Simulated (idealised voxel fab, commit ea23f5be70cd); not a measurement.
process module | voxel transistor to metal
180 nm wide, 5 nm square cells: that's cross-section cut.
A cross-section is a grid of square cells, given in bands from the top down. A band is one or more rows of cells.
Each band's line starts with the height of the band's top and of its bottom, in nm. Then come its materials from left to right, each with its width in nm. One material with "throughout" fills the band from edge to edge. "empty" is empty space.
Beneath 0, the wafer as received is one material, and that level is where height counting begins. The lowest band goes on downward without a bottom; it is written like "0 -> down".
The two numbers in a width such as "30->40" mark its ends across the band: the first belongs to the top row of cells, the second to the bottom row, and from each row to the next the width moves by the same amount.
The cross-section has no changed cell in any step marked "nothing different".
Voids not open to the top, 8 cells minimum: see "Enclosed cavity list". Written width x height at distance; distance is from the left edge; nm.
Read whatever lies past the settings on a step's line as the simulator's own remark about the step.
"overlay nm", when on a step's line for a step with a mask, measures how far to the right of its planned place the mask lay; a negative measure means to the left.

# Listed below are the process steps as planned
1 RECEIVE | material Si
2 CONFORMAL_DEP | material SiO2 | thk nm 5
3 CONFORMAL_DEP | material SiN | thk nm 15
4 MASKED_ETCH | tone cover | mask id ACTIVE | width nm 100 | etch materials SiN | depth nm 15 | overlay nm 0
5 MASKED_ETCH | tone cover | mask id ACTIVE | width nm 100 | etch materials SiO2 | depth nm 5 | overlay nm 0
6 MASKED_ETCH | tone cover | mask id ACTIVE | width nm 100 | etch materials Si | depth nm 20 | overlay nm 0
7 OXIDIZE | depth nm 5
8 FILL_DEP | material SiO2 | thk nm 10
9 CMP | height nm 20
10 SELECTIVE_ETCH | etch materials SiO2 | depth nm 10
11 STRIP | etch materials SiN
12 SELECTIVE_ETCH | etch materials SiO2 | depth nm 5
13 OXIDIZE | depth nm 5
14 DIRECTIONAL_DEP | material polySi | thk nm 25
15 DIRECTIONAL_DEP | material SiCN | thk nm 10
16 DIRECTIONAL_DEP | material aC | thk nm 10
17 PATTERN | tone cover | mask id GATE | material resist | width nm 20 | thk nm 30 | overlay nm 0
18 DIRECTIONAL_ETCH | etch materials aC | depth nm 10
19 STRIP | etch materials resist
20 DIRECTIONAL_ETCH | etch materials SiCN | depth nm 20
21 DIRECTIONAL_ETCH | etch materials polySi | depth nm 35
22 STRIP | etch materials aC
23 CONFORMAL_DEP | material SiN | thk nm 10
24 DIRECTIONAL_ETCH | etch materials SiN | depth nm 10
25 DIRECTIONAL_ETCH | etch materials SiO2 | depth nm 5
26 DIRECTIONAL_ETCH | etch materials Si | depth nm 10
27 EPI | material nSi | thk nm 10
28 FILL_DEP | material SiO2 | thk nm 5
29 CMP | height nm 35
30 DIRECTIONAL_DEP | material SiO2 | thk nm 15
31 MASKED_ETCH | tone open | mask id CONTACT | width nm 20 | pitch nm 70 | etch materials SiO2 | depth nm 55 | overlay nm 0
32 CONFORMAL_DEP | material TiN | thk nm 5
33 FILL_DEP | material W | thk nm 5
34 CMP | height nm 50
35 DIRECTIONAL_DEP | material TiN | thk nm 5
36 DIRECTIONAL_DEP | material Ru | thk nm 20
37 MASKED_ETCH | tone cover | mask id METAL_1 | width nm 20 | pitch nm 70 | etch materials Ru | depth nm 20 | overlay nm 0
38 MASKED_ETCH | tone cover | mask id METAL_1 | width nm 20 | pitch nm 70 | etch materials TiN | depth nm 5 | overlay nm 0
39 FILL_DEP | material lowk | thk nm 10
40 CMP | height nm 75
41 CONFORMAL_DEP | material SiCN | thk nm 5
42 DIRECTIONAL_DEP | material lowk | thk nm 30
43 DIRECTIONAL_DEP | material aC | thk nm 10
44 PATTERN | tone open | mask id METAL_2_HOLES | material resist | width nm 15 | pitch nm 70 | thk nm 30 | overlay nm 0
45 DIRECTIONAL_ETCH | etch materials aC | depth nm 10
46 STRIP | etch materials resist
47 DIRECTIONAL_ETCH | etch materials lowk | depth nm 30
48 STRIP | etch materials aC
49 PATTERN | tone open | mask id METAL_2 | material resist | width nm 20 | pitch nm 70 | thk nm 20 | overlay nm 0
50 DIRECTIONAL_ETCH | etch materials lowk | depth nm 15
51 DIRECTIONAL_ETCH | etch materials SiCN | depth nm 5
52 STRIP | etch materials resist
53 CONFORMAL_DEP | material TiN | thk nm 5
54 FILL_DEP | material Ru | thk nm 5
55 CMP | height nm 110
56 CONFORMAL_DEP | material SiN | thk nm 5

# Wafer, first of two, run as planned

# So this is the incoming wafer in cross-section - it's already been through step 1
    0 -> down | Si throughout
    Enclosed cavity list: none

# Presented here is a cross-section of the wafer after step 2 has been performed
    5 -> 0 | SiO2 throughout
    No changes below 0.

# Presented here is a cross-section of the wafer after step 3 has been performed
    20 -> 5 | SiN throughout
    No changes below 5.

# Presented here is a cross-section of the wafer after step 4 has been performed
    20 -> 5 | empty 40 nm / SiN 100 nm / empty 40 nm
    No changes below 5.

# Presented here is a cross-section of the wafer after step 5 has been performed
    20 -> 5 | empty 40 nm / SiN 100 nm / empty 40 nm
    5 -> 0 | empty 40 nm / SiO2 100 nm / empty 40 nm
    No changes below 0.

# Presented here is a cross-section of the wafer after step 6 has been performed
    20 -> 5 | empty 40 nm / SiN 100 nm / empty 40 nm
    5 -> 0 | empty 40 nm / SiO2 100 nm / empty 40 nm
    0 -> -20 | empty 40 nm / Si 100 nm / empty 40 nm
    No changes below -20.

# Presented here is a cross-section of the wafer after step 7 has been performed
    20 -> 5 | empty 40 nm / SiN 100 nm / empty 40 nm
    5 -> 0 | empty 40 nm / SiO2 100 nm / empty 40 nm
    0 -> -20 | empty 40 nm / SiO2 5 nm / Si 90 nm / SiO2 5 nm / empty 40 nm
    -20 -> -25 | SiO2 45 nm / Si 90 nm / SiO2 45 nm
    No changes below -25.

# Presented here is a cross-section of the wafer after step 8 has been performed
    30 -> 20 | SiO2 throughout
    20 -> 5 | SiO2 40 nm / SiN 100 nm / SiO2 40 nm
    5 -> 0 | SiO2 throughout
    0 -> -25 | SiO2 45 nm / Si 90 nm / SiO2 45 nm
    No changes below -25.

# Presented here is a cross-section of the wafer after step 9 has been performed
    20 -> 5 | SiO2 40 nm / SiN 100 nm / SiO2 40 nm
    No changes below 5.

# Presented here is a cross-section of the wafer after step 10 has been performed
    20 -> 10 | empty 40 nm / SiN 100 nm / empty 40 nm
    No changes below 10.

# Presented here is a cross-section of the wafer after step 11 has been performed
    10 -> 5 | SiO2 40 nm / empty 100 nm / SiO2 40 nm
    No changes below 5.

# Presented here is a cross-section of the wafer after step 12 has been performed
    5 -> 0 | SiO2 35 nm / empty 110 nm / SiO2 35 nm
    No changes below 0.

# Presented here is a cross-section of the wafer after step 13 has been performed
    5 -> 0 | SiO2 35 nm / empty 110 nm / SiO2 35 nm
    0 -> -5 | SiO2 throughout
    No changes below -5.

# Presented here is a cross-section of the wafer after step 14 has been performed
    30 -> 25 | polySi 35 nm / empty 110 nm / polySi 35 nm
    25 -> 5 | polySi throughout
    5 -> 0 | SiO2 35 nm / polySi 110 nm / SiO2 35 nm
    No changes below 0.

# Presented here is a cross-section of the wafer after step 15 has been performed
    40 -> 35 | SiCN 35 nm / empty 110 nm / SiCN 35 nm
    35 -> 30 | SiCN throughout
    30 -> 25 | polySi 35 nm / SiCN 110 nm / polySi 35 nm
    No changes below 25.

# Presented here is a cross-section of the wafer after step 16 has been performed
    50 -> 45 | aC 35 nm / empty 110 nm / aC 35 nm
    45 -> 40 | aC throughout
    40 -> 35 | SiCN 35 nm / aC 110 nm / SiCN 35 nm
    No changes below 35.

# Presented here is a cross-section of the wafer after step 17 has been performed
    80 -> 50 | empty 80 nm / resist 20 nm / empty 80 nm
    50 -> 45 | aC 35 nm / empty 45 nm / resist 20 nm / empty 45 nm / aC 35 nm
    No changes below 45.

# Presented here is a cross-section of the wafer after step 18 has been performed
    70 -> 45 | empty 80 nm / resist 20 nm / empty 80 nm
    45 -> 40 | empty 80 nm / aC 20 nm / empty 80 nm
    40 -> 35 | SiCN 35 nm / empty 45 nm / aC 20 nm / empty 45 nm / SiCN 35 nm
    No changes below 35.

# Presented here is a cross-section of the wafer after step 19 has been performed
    45 -> 40 | empty 80 nm / aC 20 nm / empty 80 nm
    No changes below 40.

# Presented here is a cross-section of the wafer after step 20 has been performed
    45 -> 35 | empty 80 nm / aC 20 nm / empty 80 nm
    35 -> 30 | empty 80 nm / SiCN 20 nm / empty 80 nm
    30 -> 25 | polySi 35 nm / empty 45 nm / SiCN 20 nm / empty 45 nm / polySi 35 nm
    No changes below 25.

# Presented here is a cross-section of the wafer after step 21 has been performed
    45 -> 35 | empty 80 nm / aC 20 nm / empty 80 nm
    35 -> 25 | empty 80 nm / SiCN 20 nm / empty 80 nm
    25 -> 5 | empty 80 nm / polySi 20 nm / empty 80 nm
    5 -> 0 | SiO2 35 nm / empty 45 nm / polySi 20 nm / empty 45 nm / SiO2 35 nm
    No changes below 0.

# Presented here is a cross-section of the wafer after step 22 has been performed
    35 -> 25 | empty 80 nm / SiCN 20 nm / empty 80 nm
    No changes below 25.

# Presented here is a cross-section of the wafer after step 23 has been performed
    45 -> 35 | empty 70 nm / SiN 40 nm / empty 70 nm
    35 -> 25 | empty 70 nm / SiN 10 nm / SiCN 20 nm / SiN 10 nm / empty 70 nm
    25 -> 15 | empty 70 nm / SiN 10 nm / polySi 20 nm / SiN 10 nm / empty 70 nm
    15 -> 10 | SiN 45 nm / empty 25 nm / SiN 10 nm / polySi 20 nm / SiN 10 nm / empty 25 nm / SiN 45 nm
    10 -> 5 | SiN 80 nm / polySi 20 nm / SiN 80 nm
    5 -> 0 | SiO2 35 nm / SiN 45 nm / polySi 20 nm / SiN 45 nm / SiO2 35 nm
    No changes below 0.

# Presented here is a cross-section of the wafer after step 24 has been performed
    35 -> 25 | empty 70 nm / SiN 10 nm / SiCN 20 nm / SiN 10 nm / empty 70 nm
    25 -> 5 | empty 70 nm / SiN 10 nm / polySi 20 nm / SiN 10 nm / empty 70 nm
    5 -> 0 | SiO2 35 nm / SiN 10 nm / empty 25 nm / SiN 10 nm / polySi 20 nm / SiN 10 nm / empty 25 nm / SiN 10 nm / SiO2 35 nm
    No changes below 0.

# Presented here is a cross-section of the wafer after step 25 has been performed
    35 -> 25 | empty 70 nm / SiN 10 nm / SiCN 20 nm / SiN 10 nm / empty 70 nm
    25 -> 5 | empty 70 nm / SiN 10 nm / polySi 20 nm / SiN 10 nm / empty 70 nm
    5 -> 0 | empty 35 nm / SiN 10 nm / empty 25 nm / SiN 10 nm / polySi 20 nm / SiN 10 nm / empty 25 nm / SiN 10 nm / empty 35 nm
    0 -> -5 | SiO2 45 nm / empty 25 nm / SiO2 40 nm / empty 25 nm / SiO2 45 nm
    No changes below -5.

# Presented here is a cross-section of the wafer after step 26 has been performed
    35 -> 25 | empty 70 nm / SiN 10 nm / SiCN 20 nm / SiN 10 nm / empty 70 nm
    25 -> 5 | empty 70 nm / SiN 10 nm / polySi 20 nm / SiN 10 nm / empty 70 nm
    5 -> 0 | empty 35 nm / SiN 10 nm / empty 25 nm / SiN 10 nm / polySi 20 nm / SiN 10 nm / empty 25 nm / SiN 10 nm / empty 35 nm
    0 -> -5 | SiO2 45 nm / empty 25 nm / SiO2 40 nm / empty 25 nm / SiO2 45 nm
    -5 -> -15 | SiO2 45 nm / empty 25 nm / Si 40 nm / empty 25 nm / SiO2 45 nm
    No changes below -15.

# Presented here is a cross-section of the wafer after step 27 has been performed
    35 -> 25 | empty 70 nm / SiN 10 nm / SiCN 20 nm / SiN 10 nm / empty 70 nm
    25 -> 5 | empty 70 nm / SiN 10 nm / polySi 20 nm / SiN 10 nm / empty 70 nm
    5 -> 0 | empty 35 nm / SiN 10 nm / empty 15 nm / nSi 10 nm / SiN 10 nm / polySi 20 nm / SiN 10 nm / nSi 10 nm / empty 15 nm / SiN 10 nm / empty 35 nm
    0 -> -5 | SiO2 45 nm / empty 15 nm / nSi 10 nm / SiO2 40 nm / nSi 10 nm / empty 15 nm / SiO2 45 nm
    -5 -> -15 | SiO2 45 nm / nSi 25 nm / Si 40 nm / nSi 25 nm / SiO2 45 nm
    No changes below -15.

# Presented here is a cross-section of the wafer after step 28 has been performed
    40 -> 35 | SiO2 throughout
    35 -> 25 | SiO2 70 nm / SiN 10 nm / SiCN 20 nm / SiN 10 nm / SiO2 70 nm
    25 -> 5 | SiO2 70 nm / SiN 10 nm / polySi 20 nm / SiN 10 nm / SiO2 70 nm
    5 -> 0 | SiO2 35 nm / SiN 10 nm / SiO2 15 nm / nSi 10 nm / SiN 10 nm / polySi 20 nm / SiN 10 nm / nSi 10 nm / SiO2 15 nm / SiN 10 nm / SiO2 35 nm
    0 -> -5 | SiO2 60 nm / nSi 10 nm / SiO2 40 nm / nSi 10 nm / SiO2 60 nm
    No changes below -5.

# Presented here is a cross-section of the wafer after step 29 has been performed
    35 -> 25 | SiO2 70 nm / SiN 10 nm / SiCN 20 nm / SiN 10 nm / SiO2 70 nm
    No changes below 25.

# Presented here is a cross-section of the wafer after step 30 has been performed
    50 -> 35 | SiO2 throughout
    No changes below 35.

# Presented here is a cross-section of the wafer after step 31 has been performed
    50 -> 35 | SiO2 45 nm / empty 20 nm / SiO2 50 nm / empty 20 nm / SiO2 45 nm
    35 -> 25 | SiO2 45 nm / empty 20 nm / SiO2 5 nm / SiN 10 nm / SiCN 20 nm / SiN 10 nm / SiO2 5 nm / empty 20 nm / SiO2 45 nm
    25 -> 5 | SiO2 45 nm / empty 20 nm / SiO2 5 nm / SiN 10 nm / polySi 20 nm / SiN 10 nm / SiO2 5 nm / empty 20 nm / SiO2 45 nm
    5 -> 0 | SiO2 35 nm / SiN 10 nm / empty 15 nm / nSi 10 nm / SiN 10 nm / polySi 20 nm / SiN 10 nm / nSi 10 nm / empty 15 nm / SiN 10 nm / SiO2 35 nm
    0 -> -5 | SiO2 45 nm / empty 15 nm / nSi 10 nm / SiO2 40 nm / nSi 10 nm / empty 15 nm / SiO2 45 nm
    No changes below -5.

# Presented here is a cross-section of the wafer after step 32 has been performed
    55 -> 50 | TiN 50 nm / empty 10 nm / TiN 60 nm / empty 10 nm / TiN 50 nm
    50 -> 35 | SiO2 45 nm / TiN 5 nm / empty 10 nm / TiN 5 nm / SiO2 50 nm / TiN 5 nm / empty 10 nm / TiN 5 nm / SiO2 45 nm
    35 -> 25 | SiO2 45 nm / TiN 5 nm / empty 10 nm / TiN 5 nm / SiO2 5 nm / SiN 10 nm / SiCN 20 nm / SiN 10 nm / SiO2 5 nm / TiN 5 nm / empty 10 nm / TiN 5 nm / SiO2 45 nm
    25 -> 10 | SiO2 45 nm / TiN 5 nm / empty 10 nm / TiN 5 nm / SiO2 5 nm / SiN 10 nm / polySi 20 nm / SiN 10 nm / SiO2 5 nm / TiN 5 nm / empty 10 nm / TiN 5 nm / SiO2 45 nm
    10 -> 5 | SiO2 45 nm / TiN 5 nm / empty 5 nm / TiN 10 nm / SiO2 5 nm / SiN 10 nm / polySi 20 nm / SiN 10 nm / SiO2 5 nm / TiN 10 nm / empty 5 nm / TiN 5 nm / SiO2 45 nm
    5 -> 0 | SiO2 35 nm / SiN 10 nm / TiN 5 nm / empty 5 nm / TiN 5 nm / nSi 10 nm / SiN 10 nm / polySi 20 nm / SiN 10 nm / nSi 10 nm / TiN 5 nm / empty 5 nm / TiN 5 nm / SiN 10 nm / SiO2 35 nm
    0 -> -5 | SiO2 45 nm / TiN 15 nm / nSi 10 nm / SiO2 40 nm / nSi 10 nm / TiN 15 nm / SiO2 45 nm
    No changes below -5.

# Presented here is a cross-section of the wafer after step 33 has been performed
    60 -> 55 | W throughout
    55 -> 50 | TiN 50 nm / W 10 nm / TiN 60 nm / W 10 nm / TiN 50 nm
    50 -> 35 | SiO2 45 nm / TiN 5 nm / W 10 nm / TiN 5 nm / SiO2 50 nm / TiN 5 nm / W 10 nm / TiN 5 nm / SiO2 45 nm
    35 -> 25 | SiO2 45 nm / TiN 5 nm / W 10 nm / TiN 5 nm / SiO2 5 nm / SiN 10 nm / SiCN 20 nm / SiN 10 nm / SiO2 5 nm / TiN 5 nm / W 10 nm / TiN 5 nm / SiO2 45 nm
    25 -> 10 | SiO2 45 nm / TiN 5 nm / W 10 nm / TiN 5 nm / SiO2 5 nm / SiN 10 nm / polySi 20 nm / SiN 10 nm / SiO2 5 nm / TiN 5 nm / W 10 nm / TiN 5 nm / SiO2 45 nm
    10 -> 5 | SiO2 45 nm / TiN 5 nm / W 5 nm / TiN 10 nm / SiO2 5 nm / SiN 10 nm / polySi 20 nm / SiN 10 nm / SiO2 5 nm / TiN 10 nm / W 5 nm / TiN 5 nm / SiO2 45 nm
    5 -> 0 | SiO2 35 nm / SiN 10 nm / TiN 5 nm / W 5 nm / TiN 5 nm / nSi 10 nm / SiN 10 nm / polySi 20 nm / SiN 10 nm / nSi 10 nm / TiN 5 nm / W 5 nm / TiN 5 nm / SiN 10 nm / SiO2 35 nm
    No changes below 0.

# Presented here is a cross-section of the wafer after step 34 has been performed
    50 -> 35 | SiO2 45 nm / TiN 5 nm / W 10 nm / TiN 5 nm / SiO2 50 nm / TiN 5 nm / W 10 nm / TiN 5 nm / SiO2 45 nm
    No changes below 35.

# Presented here is a cross-section of the wafer after step 35 has been performed
    55 -> 50 | TiN throughout
    No changes below 50.

# Presented here is a cross-section of the wafer after step 36 has been performed
    75 -> 55 | Ru throughout
    No changes below 55.

# Presented here is a cross-section of the wafer after step 37 has been performed
    75 -> 55 | empty 45 nm / Ru 20 nm / empty 50 nm / Ru 20 nm / empty 45 nm
    No changes below 55.

# Presented here is a cross-section of the wafer after step 38 has been performed
    75 -> 55 | empty 45 nm / Ru 20 nm / empty 50 nm / Ru 20 nm / empty 45 nm
    55 -> 50 | empty 45 nm / TiN 20 nm / empty 50 nm / TiN 20 nm / empty 45 nm
    No changes below 50.

# Presented here is a cross-section of the wafer after step 39 has been performed
    85 -> 75 | lowk throughout
    75 -> 55 | lowk 45 nm / Ru 20 nm / lowk 50 nm / Ru 20 nm / lowk 45 nm
    55 -> 50 | lowk 45 nm / TiN 20 nm / lowk 50 nm / TiN 20 nm / lowk 45 nm
    No changes below 50.

# Presented here is a cross-section of the wafer after step 40 has been performed
    75 -> 55 | lowk 45 nm / Ru 20 nm / lowk 50 nm / Ru 20 nm / lowk 45 nm
    No changes below 55.

# Presented here is a cross-section of the wafer after step 41 has been performed
    80 -> 75 | SiCN throughout
    No changes below 75.

# Presented here is a cross-section of the wafer after step 42 has been performed
    110 -> 80 | lowk throughout
    No changes below 80.

# Presented here is a cross-section of the wafer after step 43 has been performed
    120 -> 110 | aC throughout
    No changes below 110.

# Presented here is a cross-section of the wafer after step 44 has been performed
    150 -> 120 | resist 45 nm / empty 15 nm / resist 55 nm / empty 15 nm / resist 50 nm
    No changes below 120.

# Presented here is a cross-section of the wafer after step 45 has been performed
    140 -> 120 | resist 45 nm / empty 15 nm / resist 55 nm / empty 15 nm / resist 50 nm
    120 -> 110 | aC 45 nm / empty 15 nm / aC 55 nm / empty 15 nm / aC 50 nm
    No changes below 110.

# Presented here is a cross-section of the wafer after step 46 has been performed
    120 -> 110 | aC 45 nm / empty 15 nm / aC 55 nm / empty 15 nm / aC 50 nm
    No changes below 110.

# Presented here is a cross-section of the wafer after step 47 has been performed
    120 -> 110 | aC 45 nm / empty 15 nm / aC 55 nm / empty 15 nm / aC 50 nm
    110 -> 80 | lowk 45 nm / empty 15 nm / lowk 55 nm / empty 15 nm / lowk 50 nm
    No changes below 80.

# Presented here is a cross-section of the wafer after step 48 has been performed
    110 -> 80 | lowk 45 nm / empty 15 nm / lowk 55 nm / empty 15 nm / lowk 50 nm
    No changes below 80.

# Presented here is a cross-section of the wafer after step 49 has been performed
    130 -> 110 | resist 45 nm / empty 20 nm / resist 50 nm / empty 20 nm / resist 45 nm
    No changes below 110.

# Presented here is a cross-section of the wafer after step 50 has been performed
    130 -> 110 | resist 45 nm / empty 20 nm / resist 50 nm / empty 20 nm / resist 45 nm
    110 -> 95 | lowk 45 nm / empty 20 nm / lowk 50 nm / empty 20 nm / lowk 45 nm
    No changes below 95.

# Presented here is a cross-section of the wafer after step 51 has been performed
    130 -> 110 | resist 45 nm / empty 20 nm / resist 50 nm / empty 20 nm / resist 45 nm
    110 -> 95 | lowk 45 nm / empty 20 nm / lowk 50 nm / empty 20 nm / lowk 45 nm
    95 -> 80 | lowk 45 nm / empty 15 nm / lowk 55 nm / empty 15 nm / lowk 50 nm
    80 -> 75 | SiCN 45 nm / empty 15 nm / SiCN 55 nm / empty 15 nm / SiCN 50 nm
    No changes below 75.

# Presented here is a cross-section of the wafer after step 52 has been performed
    110 -> 95 | lowk 45 nm / empty 20 nm / lowk 50 nm / empty 20 nm / lowk 45 nm
    No changes below 95.

# Presented here is a cross-section of the wafer after step 53 has been performed
    115 -> 110 | TiN 50 nm / empty 10 nm / TiN 60 nm / empty 10 nm / TiN 50 nm
    110 -> 100 | lowk 45 nm / TiN 5 nm / empty 10 nm / TiN 5 nm / lowk 50 nm / TiN 5 nm / empty 10 nm / TiN 5 nm / lowk 45 nm
    100 -> 95 | lowk 45 nm / TiN 5 nm / empty 5 nm / TiN 10 nm / lowk 50 nm / TiN 5 nm / empty 5 nm / TiN 10 nm / lowk 45 nm
    95 -> 80 | lowk 45 nm / TiN 5 nm / empty 5 nm / TiN 5 nm / lowk 55 nm / TiN 5 nm / empty 5 nm / TiN 5 nm / lowk 50 nm
    80 -> 75 | SiCN 45 nm / TiN 15 nm / SiCN 55 nm / TiN 15 nm / SiCN 50 nm
    No changes below 75.

# Presented here is a cross-section of the wafer after step 54 has been performed
    120 -> 115 | Ru throughout
    115 -> 110 | TiN 50 nm / Ru 10 nm / TiN 60 nm / Ru 10 nm / TiN 50 nm
    110 -> 100 | lowk 45 nm / TiN 5 nm / Ru 10 nm / TiN 5 nm / lowk 50 nm / TiN 5 nm / Ru 10 nm / TiN 5 nm / lowk 45 nm
    100 -> 95 | lowk 45 nm / TiN 5 nm / Ru 5 nm / TiN 10 nm / lowk 50 nm / TiN 5 nm / Ru 5 nm / TiN 10 nm / lowk 45 nm
    95 -> 80 | lowk 45 nm / TiN 5 nm / Ru 5 nm / TiN 5 nm / lowk 55 nm / TiN 5 nm / Ru 5 nm / TiN 5 nm / lowk 50 nm
    No changes below 80.

# Presented here is a cross-section of the wafer after step 55 has been performed
    110 -> 100 | lowk 45 nm / TiN 5 nm / Ru 10 nm / TiN 5 nm / lowk 50 nm / TiN 5 nm / Ru 10 nm / TiN 5 nm / lowk 45 nm
    No changes below 100.

# Presented here is a cross-section of the wafer after step 56 has been performed
    115 -> 110 | SiN throughout
    No changes below 110.

# Wafer two: like wafer one in start and plan, but with one mistake in execution; identical up to and including step 29

# Cross-section of the second wafer when, according to plan, step 30 should have finished
    50 -> 35 | polySi throughout
    No changes below 35.

Cross-section of the second wafer when, according to plan, step 31 should have finished: nothing different

# Cross-section of the second wafer when, according to plan, step 32 should have finished
    55 -> 50 | TiN throughout
    No changes below 50.

# Cross-section of the second wafer when, according to plan, step 33 should have finished
    60 -> 55 | W throughout
    No changes below 55.

# Cross-section of the second wafer when, according to plan, step 34 should have finished
    50 -> 35 | polySi throughout
    No changes below 35.

# Cross-section of the second wafer when, according to plan, step 35 should have finished
    55 -> 50 | TiN throughout
    No changes below 50.

# Cross-section of the second wafer when, according to plan, step 36 should have finished
    75 -> 55 | Ru throughout
    No changes below 55.

# Cross-section of the second wafer when, according to plan, step 37 should have finished
    75 -> 55 | empty 45 nm / Ru 20 nm / empty 50 nm / Ru 20 nm / empty 45 nm
    No changes below 55.

# Cross-section of the second wafer when, according to plan, step 38 should have finished
    75 -> 55 | empty 45 nm / Ru 20 nm / empty 50 nm / Ru 20 nm / empty 45 nm
    55 -> 50 | empty 45 nm / TiN 20 nm / empty 50 nm / TiN 20 nm / empty 45 nm
    No changes below 50.

# Cross-section of the second wafer when, according to plan, step 39 should have finished
    85 -> 75 | lowk throughout
    75 -> 55 | lowk 45 nm / Ru 20 nm / lowk 50 nm / Ru 20 nm / lowk 45 nm
    55 -> 50 | lowk 45 nm / TiN 20 nm / lowk 50 nm / TiN 20 nm / lowk 45 nm
    No changes below 50.

# Cross-section of the second wafer when, according to plan, step 40 should have finished
    75 -> 55 | lowk 45 nm / Ru 20 nm / lowk 50 nm / Ru 20 nm / lowk 45 nm
    No changes below 55.

# Cross-section of the second wafer when, according to plan, step 41 should have finished
    80 -> 75 | SiCN throughout
    No changes below 75.

# Cross-section of the second wafer when, according to plan, step 42 should have finished
    110 -> 80 | lowk throughout
    No changes below 80.

# Cross-section of the second wafer when, according to plan, step 43 should have finished
    120 -> 110 | aC throughout
    No changes below 110.

# Cross-section of the second wafer when, according to plan, step 44 should have finished
    150 -> 120 | resist 45 nm / empty 15 nm / resist 55 nm / empty 15 nm / resist 50 nm
    No changes below 120.

# Cross-section of the second wafer when, according to plan, step 45 should have finished
    140 -> 120 | resist 45 nm / empty 15 nm / resist 55 nm / empty 15 nm / resist 50 nm
    120 -> 110 | aC 45 nm / empty 15 nm / aC 55 nm / empty 15 nm / aC 50 nm
    No changes below 110.

# Cross-section of the second wafer when, according to plan, step 46 should have finished
    120 -> 110 | aC 45 nm / empty 15 nm / aC 55 nm / empty 15 nm / aC 50 nm
    No changes below 110.

# Cross-section of the second wafer when, according to plan, step 47 should have finished
    120 -> 110 | aC 45 nm / empty 15 nm / aC 55 nm / empty 15 nm / aC 50 nm
    110 -> 80 | lowk 45 nm / empty 15 nm / lowk 55 nm / empty 15 nm / lowk 50 nm
    No changes below 80.

# Cross-section of the second wafer when, according to plan, step 48 should have finished
    110 -> 80 | lowk 45 nm / empty 15 nm / lowk 55 nm / empty 15 nm / lowk 50 nm
    No changes below 80.

# Cross-section of the second wafer when, according to plan, step 49 should have finished
    130 -> 110 | resist 45 nm / empty 20 nm / resist 50 nm / empty 20 nm / resist 45 nm
    No changes below 110.

# Cross-section of the second wafer when, according to plan, step 50 should have finished
    130 -> 110 | resist 45 nm / empty 20 nm / resist 50 nm / empty 20 nm / resist 45 nm
    110 -> 95 | lowk 45 nm / empty 20 nm / lowk 50 nm / empty 20 nm / lowk 45 nm
    No changes below 95.

# Cross-section of the second wafer when, according to plan, step 51 should have finished
    130 -> 110 | resist 45 nm / empty 20 nm / resist 50 nm / empty 20 nm / resist 45 nm
    110 -> 95 | lowk 45 nm / empty 20 nm / lowk 50 nm / empty 20 nm / lowk 45 nm
    95 -> 80 | lowk 45 nm / empty 15 nm / lowk 55 nm / empty 15 nm / lowk 50 nm
    80 -> 75 | SiCN 45 nm / empty 15 nm / SiCN 55 nm / empty 15 nm / SiCN 50 nm
    No changes below 75.

# Cross-section of the second wafer when, according to plan, step 52 should have finished
    110 -> 95 | lowk 45 nm / empty 20 nm / lowk 50 nm / empty 20 nm / lowk 45 nm
    No changes below 95.

# Cross-section of the second wafer when, according to plan, step 53 should have finished
    115 -> 110 | TiN 50 nm / empty 10 nm / TiN 60 nm / empty 10 nm / TiN 50 nm
    110 -> 100 | lowk 45 nm / TiN 5 nm / empty 10 nm / TiN 5 nm / lowk 50 nm / TiN 5 nm / empty 10 nm / TiN 5 nm / lowk 45 nm
    100 -> 95 | lowk 45 nm / TiN 5 nm / empty 5 nm / TiN 10 nm / lowk 50 nm / TiN 5 nm / empty 5 nm / TiN 10 nm / lowk 45 nm
    95 -> 80 | lowk 45 nm / TiN 5 nm / empty 5 nm / TiN 5 nm / lowk 55 nm / TiN 5 nm / empty 5 nm / TiN 5 nm / lowk 50 nm
    80 -> 75 | SiCN 45 nm / TiN 15 nm / SiCN 55 nm / TiN 15 nm / SiCN 50 nm
    No changes below 75.

# Cross-section of the second wafer when, according to plan, step 54 should have finished
    120 -> 115 | Ru throughout
    115 -> 110 | TiN 50 nm / Ru 10 nm / TiN 60 nm / Ru 10 nm / TiN 50 nm
    110 -> 100 | lowk 45 nm / TiN 5 nm / Ru 10 nm / TiN 5 nm / lowk 50 nm / TiN 5 nm / Ru 10 nm / TiN 5 nm / lowk 45 nm
    100 -> 95 | lowk 45 nm / TiN 5 nm / Ru 5 nm / TiN 10 nm / lowk 50 nm / TiN 5 nm / Ru 5 nm / TiN 10 nm / lowk 45 nm
    95 -> 80 | lowk 45 nm / TiN 5 nm / Ru 5 nm / TiN 5 nm / lowk 55 nm / TiN 5 nm / Ru 5 nm / TiN 5 nm / lowk 50 nm
    No changes below 80.

# Cross-section of the second wafer when, according to plan, step 55 should have finished
    110 -> 100 | lowk 45 nm / TiN 5 nm / Ru 10 nm / TiN 5 nm / lowk 50 nm / TiN 5 nm / Ru 10 nm / TiN 5 nm / lowk 45 nm
    No changes below 100.

# Cross-section of the second wafer when, according to plan, step 56 should have finished
    115 -> 110 | SiN throughout
    No changes below 110.
Deviation from plan: step 30, actual vs plan mismatch, actual run DIRECTIONAL_DEP | material polySi | thk nm 15
Final wafer comparison in cells, second versus first, more or fewer per material: SiO2 -24, TiN -48, W -36, polySi +108
